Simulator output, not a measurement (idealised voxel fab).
Documented hereafter: the process module known as voxel transistor to metal.
Pictured: cross-section cut, 195 nm wide, on a grid of 5 nm square cells.
How to read a cross-section here: the picture is a grid of square cells, written as bands going from the top down, and any band can span one or more rows of cells. In this notation a band is specified by the heights of its top and bottom, in that order and in nm, after which its materials appear from left to right, each paired with its width in nm. The word "throughout" attached to a single material means that material fills the band from edge to edge; the word "empty" stands for empty space. Basically, 0 is our baseline, since under it the wafer straight out of the box is all one material. The bottom band has no lower end and keeps on going down, so it looks like "top 0, no bottom". Width: "30..40" (first number = top row, second number = bottom row, same change from row to row of cells). "no change occurred" -> step changed no cross-section cell. "Sealed internal voids" lists enclosed empty spaces (at least 8 cells, no open path upward to the top), each as width x height at distance from the left edge, in nm. On each step's line, the part that comes after the settings is the simulator's own comment on the step. Steps that use a mask can have "overlay nm" on their line. It says how far the mask sat to the right of where it was meant to be. Negative means to the left.
# List of planned process steps
1 RECEIVE, material Si
2 CONFORMAL_DEP, material SiO2, thk nm 5
3 CONFORMAL_DEP, material SiN, thk nm 15
4 DIRECTIONAL_DEP, material aC, thk nm 15
5 PATTERN, tone cover, mask id ACTIVE, material resist, width nm 95, thk nm 30, overlay nm 0
6 DIRECTIONAL_ETCH, etch materials aC, depth nm 15
7 STRIP, etch materials resist
8 DIRECTIONAL_ETCH, etch materials SiN, depth nm 15
9 DIRECTIONAL_ETCH, etch materials SiO2, depth nm 5
10 DIRECTIONAL_ETCH, etch materials Si, depth nm 25
11 STRIP, etch materials aC
12 OXIDIZE, depth nm 5
13 FILL_DEP, material SiO2, thk nm 10
14 CMP, height nm 20
15 SELECTIVE_ETCH, etch materials SiO2, depth nm 15
16 STRIP, etch materials SiN
17 SELECTIVE_ETCH, etch materials SiO2, depth nm 5
18 OXIDIZE, depth nm 5
19 DIRECTIONAL_DEP, material polySi, thk nm 30
20 DIRECTIONAL_DEP, material SiCN, thk nm 10
21 MASKED_ETCH, tone cover, mask id GATE, width nm 25, etch materials SiCN, depth nm 20, overlay nm 0
22 MASKED_ETCH, tone cover, mask id GATE, width nm 25, etch materials polySi, depth nm 40, overlay nm 0
23 CONFORMAL_DEP, material SiO2, thk nm 5
24 DIRECTIONAL_ETCH, etch materials SiO2, depth nm 5
25 CONFORMAL_DEP, material SiN, thk nm 10
26 DIRECTIONAL_ETCH, etch materials SiN, depth nm 10
27 DIRECTIONAL_ETCH, etch materials SiO2, depth nm 5
28 DIRECTIONAL_ETCH, etch materials Si, depth nm 10
29 EPI, material SiGe, thk nm 10
30 FILL_DEP, material SiO2, thk nm 5
31 CMP, height nm 40
32 DIRECTIONAL_DEP, material SiO2, thk nm 15
33 DIRECTIONAL_DEP, material aC, thk nm 10
34 PATTERN, tone open, mask id CONTACT, material resist, width nm 15, pitch nm 70, thk nm 25, overlay nm 0
35 DIRECTIONAL_ETCH, etch materials aC, depth nm 10
36 STRIP, etch materials resist
37 DIRECTIONAL_ETCH, etch materials SiO2, depth nm 60
38 STRIP, etch materials aC
39 CONFORMAL_DEP, material TiN, thk nm 5
40 FILL_DEP, material Ru, thk nm 5
41 CMP, height nm 55
42 CONFORMAL_DEP, material SiN, thk nm 5
43 DIRECTIONAL_DEP, material lowk, thk nm 20
44 PATTERN, tone open, mask id METAL_1, material resist, width nm 15, pitch nm 70, thk nm 20, overlay nm 0
45 DIRECTIONAL_ETCH, etch materials lowk, depth nm 20
46 DIRECTIONAL_ETCH, etch materials SiN, depth nm 5
47 STRIP, etch materials resist
48 CONFORMAL_DEP, material TiN, thk nm 5
49 FILL_DEP, material W, thk nm 10
50 CMP, height nm 80
51 CONFORMAL_DEP, material SiCN, thk nm 5
52 DIRECTIONAL_DEP, material lowk, thk nm 35
53 PATTERN, tone open, mask id METAL_2, material resist, width nm 15, pitch nm 70, thk nm 15, overlay nm 0
54 DIRECTIONAL_ETCH, etch materials lowk, depth nm 20
55 STRIP, etch materials resist
56 PATTERN, tone open, mask id METAL_2_HOLES, material resist, width nm 15, pitch nm 70, thk nm 20, overlay nm 0
57 DIRECTIONAL_ETCH, etch materials lowk, depth nm 15
58 DIRECTIONAL_ETCH, etch materials SiCN, depth nm 5
59 STRIP, etch materials resist
60 CONFORMAL_DEP, material TiN, thk nm 5
61 FILL_DEP, material Cu, thk nm 5
62 CMP, height nm 120
63 CONFORMAL_DEP, material SiCN, thk nm 5
# Incoming wafer in cross-section (state: after step 1)
	top 0, no bottom = Si throughout
	Sealed internal voids: none
# What the wafer looks like in cross-section after this module, when it starts as shown above and follows the plan above but one mistake is made in running it
	top 125, bottom 120 = SiCN throughout
	top 120, bottom 85 = lowk throughout
	top 85, bottom 80 = SiCN throughout
	top 80, bottom 60 = lowk (55) / TiN (5) / W (5) / TiN (5) / lowk (55) / TiN (5) / W (5) / TiN (5) / lowk (55)
	top 60, bottom 55 = SiN (55) / TiN (15) / SiN (55) / TiN (15) / SiN (55)
	top 55, bottom 40 = SiO2 (55) / TiN (5) / Ru (5) / TiN (5) / SiO2 (55) / TiN (5) / Ru (5) / TiN (5) / SiO2 (55)
	top 40, bottom 30 = SiO2 (55) / TiN (5) / Ru (5) / TiN (5) / SiN (10) / SiO2 (5) / SiCN (25) / SiO2 (5) / SiN (10) / TiN (5) / Ru (5) / TiN (5) / SiO2 (55)
	top 30, bottom 10 = SiO2 (55) / TiN (5) / Ru (5) / TiN (5) / SiN (10) / SiO2 (5) / polySi (25) / SiO2 (5) / SiN (10) / TiN (5) / Ru (5) / TiN (5) / SiO2 (55)
	top 10, bottom 5 = SiO2 (55) / TiN (15) / SiN (10) / SiO2 (5) / polySi (25) / SiO2 (5) / SiN (10) / TiN (15) / SiO2 (55)
	top 5, bottom 0 = SiO2 (55) / TiN (5) / SiGe (10) / SiN (10) / SiO2 (5) / polySi (25) / SiO2 (5) / SiN (10) / SiGe (10) / TiN (5) / SiO2 (55)
	top 0, bottom -5 = SiO2 (55) / TiN (5) / SiGe (10) / SiO2 (55) / SiGe (10) / TiN (5) / SiO2 (55)
	top -5, bottom -15 = SiO2 (55) / SiGe (15) / Si (55) / SiGe (15) / SiO2 (55)
	top -15, bottom -30 = SiO2 (55) / Si (85) / SiO2 (55)
	top -30, no bottom = Si throughout
	Sealed internal voids: none
Short version of what went wrong: the plan's step 52 ran twice
